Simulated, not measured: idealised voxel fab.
A process module follows: voxel quadruple lines.
We display cut, a cross-section 185 nm in width whose square cells are each 5 nm.
Cross-section spec: square-cell grid; bands listed top down; each band is one or more rows.
For a band, the entry starts with two heights in nm, that of the top and then that of the bottom, and carries on with the band's materials in order from left to right, each alongside its width in nm; the word "throughout" beside a single material means it fills the band edge to edge, and "blank" means empty space.
Basically, 0 is our baseline, since under it the wafer straight out of the box is all one material. The bottom band has no lower end and keeps on going down, so it looks like "0 -> down".
With a width like "30..40", each row of cells in the band differs from the next by the same amount, the top row carrying the first number and the bottom row the second.
"no modifications" -> step changed no cross-section cell.
"Enclosed void list" lists enclosed empty spaces (at least 8 cells, no open path upward to the top), each as width x height at distance from the left edge, in nm.
On a step's line, text after the settings is the simulator commenting on that step.
For masked steps, "overlay nm" on the step line gives how far right of plan the mask actually lay; a minus sign means it lay to the left.

The planned process steps are enumerated hereunder:
1,RECEIVE: material Si
2,CONFORMAL_DEP: material SiO2, thk nm 10
3,DIRECTIONAL_DEP: material W, thk nm 10
4,DIRECTIONAL_DEP: material polySi, thk nm 20
5,DIRECTIONAL_DEP: material aC, thk nm 20
6,PATTERN: tone cover, mask id MANDREL, material resist, width nm 35, thk nm 30, overlay nm 0
7,DIRECTIONAL_ETCH: etch materials aC, depth nm 20
8,STRIP: etch materials resist
9,CONFORMAL_DEP: material SiO2, thk nm 15
10,DIRECTIONAL_ETCH: etch materials SiO2, depth nm 15
11,STRIP: etch materials aC
12,DIRECTIONAL_ETCH: etch materials polySi, depth nm 20
13,STRIP: etch materials SiO2
14,CONFORMAL_DEP: material SiCN, thk nm 10
15,DIRECTIONAL_ETCH: etch materials SiCN, depth nm 10
16,STRIP: etch materials polySi
17,DIRECTIONAL_ETCH: etch materials W, depth nm 10
18,STRIP: etch materials SiCN
19,FILL_DEP: material SiO2, thk nm 10
20,CMP: height nm 20

Run as planned: first of two wafers:

Wafer cross-section on receipt, i.e. after step 1:
  0 -> down | Si throughout
  Enclosed void list: none

So this is the wafer cross-section right after step 2:
  10 -> 0 | SiO2 throughout
  Below a height of 0, the structure has not been altered.

So this is the wafer cross-section right after step 3:
  20 -> 10 | W throughout
  Below a height of 10, the structure has not been altered.

So this is the wafer cross-section right after step 4:
  40 -> 20 | polySi throughout
  Below a height of 20, the structure has not been altered.

So this is the wafer cross-section right after step 5:
  60 -> 40 | aC throughout
  Below a height of 40, the structure has not been altered.

So this is the wafer cross-section right after step 6:
  90 -> 60 | blank: 75, resist: 35, blank: 75
  Below a height of 60, the structure has not been altered.

So this is the wafer cross-section right after step 7:
  70 -> 60 | blank: 75, resist: 35, blank: 75
  60 -> 40 | blank: 75, aC: 35, blank: 75
  Below a height of 40, the structure has not been altered.

So this is the wafer cross-section right after step 8:
  60 -> 40 | blank: 75, aC: 35, blank: 75
  Below a height of 40, the structure has not been altered.

So this is the wafer cross-section right after step 9:
  75 -> 60 | blank: 60, SiO2: 65, blank: 60
  60 -> 55 | blank: 60, SiO2: 15, aC: 35, SiO2: 15, blank: 60
  55 -> 40 | SiO2: 75, aC: 35, SiO2: 75
  Below a height of 40, the structure has not been altered.

So this is the wafer cross-section right after step 10:
  60 -> 40 | blank: 60, SiO2: 15, aC: 35, SiO2: 15, blank: 60
  Below a height of 40, the structure has not been altered.

So this is the wafer cross-section right after step 11:
  60 -> 40 | blank: 60, SiO2: 15, blank: 35, SiO2: 15, blank: 60
  Below a height of 40, the structure has not been altered.

So this is the wafer cross-section right after step 12:
  60 -> 40 | blank: 60, SiO2: 15, blank: 35, SiO2: 15, blank: 60
  40 -> 20 | blank: 60, polySi: 15, blank: 35, polySi: 15, blank: 60
  Below a height of 20, the structure has not been altered.

So this is the wafer cross-section right after step 13:
  40 -> 20 | blank: 60, polySi: 15, blank: 35, polySi: 15, blank: 60
  Below a height of 20, the structure has not been altered.

So this is the wafer cross-section right after step 14:
  50 -> 40 | blank: 50, SiCN: 35, blank: 15, SiCN: 35, blank: 50
  40 -> 30 | blank: 50, SiCN: 10, polySi: 15, SiCN: 10, blank: 15, SiCN: 10, polySi: 15, SiCN: 10, blank: 50
  30 -> 20 | SiCN: 60, polySi: 15, SiCN: 35, polySi: 15, SiCN: 60
  Below a height of 20, the structure has not been altered.

So this is the wafer cross-section right after step 15:
  40 -> 20 | blank: 50, SiCN: 10, polySi: 15, SiCN: 10, blank: 15, SiCN: 10, polySi: 15, SiCN: 10, blank: 50
  Below a height of 20, the structure has not been altered.

So this is the wafer cross-section right after step 16:
  40 -> 20 | blank: 50, SiCN: 10, blank: 15, SiCN: 10, blank: 15, SiCN: 10, blank: 15, SiCN: 10, blank: 50
  Below a height of 20, the structure has not been altered.

So this is the wafer cross-section right after step 17:
  40 -> 20 | blank: 50, SiCN: 10, blank: 15, SiCN: 10, blank: 15, SiCN: 10, blank: 15, SiCN: 10, blank: 50
  20 -> 10 | blank: 50, W: 10, blank: 15, W: 10, blank: 15, W: 10, blank: 15, W: 10, blank: 50
  Below a height of 10, the structure has not been altered.

So this is the wafer cross-section right after step 18:
  20 -> 10 | blank: 50, W: 10, blank: 15, W: 10, blank: 15, W: 10, blank: 15, W: 10, blank: 50
  Below a height of 10, the structure has not been altered.

So this is the wafer cross-section right after step 19:
  30 -> 20 | SiO2 throughout
  20 -> 10 | SiO2: 50, W: 10, SiO2: 15, W: 10, SiO2: 15, W: 10, SiO2: 15, W: 10, SiO2: 50
  Below a height of 10, the structure has not been altered.

So this is the wafer cross-section right after step 20:
  20 -> 10 | SiO2: 50, W: 10, SiO2: 15, W: 10, SiO2: 15, W: 10, SiO2: 15, W: 10, SiO2: 50
  Below a height of 10, the structure has not been altered.

Second of two: same start, same plan, one run error; steps up to and including 10 match the first:

Second wafer, cross-section, planned end of step 11:
  60 -> 40 | blank: 75, aC: 35, blank: 75
  Below a height of 40, the structure has not been altered.

Second wafer, cross-section, planned end of step 12:
  60 -> 40 | blank: 75, aC: 35, blank: 75
  40 -> 20 | blank: 75, polySi: 35, blank: 75
  Below a height of 20, the structure has not been altered.

Second wafer, cross-section, planned end of step 13: no modifications

Second wafer, cross-section, planned end of step 14:
  70 -> 60 | blank: 65, SiCN: 55, blank: 65
  60 -> 40 | blank: 65, SiCN: 10, aC: 35, SiCN: 10, blank: 65
  40 -> 30 | blank: 65, SiCN: 10, polySi: 35, SiCN: 10, blank: 65
  30 -> 20 | SiCN: 75, polySi: 35, SiCN: 75
  Below a height of 20, the structure has not been altered.

Second wafer, cross-section, planned end of step 15:
  60 -> 40 | blank: 65, SiCN: 10, aC: 35, SiCN: 10, blank: 65
  40 -> 20 | blank: 65, SiCN: 10, polySi: 35, SiCN: 10, blank: 65
  Below a height of 20, the structure has not been altered.

Second wafer, cross-section, planned end of step 16: no modifications

Second wafer, cross-section, planned end of step 17:
  60 -> 40 | blank: 65, SiCN: 10, aC: 35, SiCN: 10, blank: 65
  40 -> 20 | blank: 65, SiCN: 10, polySi: 35, SiCN: 10, blank: 65
  20 -> 10 | blank: 65, W: 55, blank: 65
  Below a height of 10, the structure has not been altered.

Second wafer, cross-section, planned end of step 18:
  60 -> 40 | blank: 75, aC: 35, blank: 75
  40 -> 20 | blank: 75, polySi: 35, blank: 75
  Below a height of 20, the structure has not been altered.

Second wafer, cross-section, planned end of step 19:
  70 -> 60 | SiO2 throughout
  60 -> 40 | SiO2: 75, aC: 35, SiO2: 75
  40 -> 20 | SiO2: 75, polySi: 35, SiO2: 75
  20 -> 10 | SiO2: 65, W: 55, SiO2: 65
  Below a height of 10, the structure has not been altered.

Second wafer, cross-section, planned end of step 20:
  20 -> 10 | SiO2: 65, W: 55, SiO2: 65
  Below a height of 10, the structure has not been altered.
what went wrong: planned and actual differ for step 11; actual: STRIP: etch materials SiO2
The closing comparison, in cells, has the second wafer with more or fewer of some materials than the first: -6 SiO2; +6 W
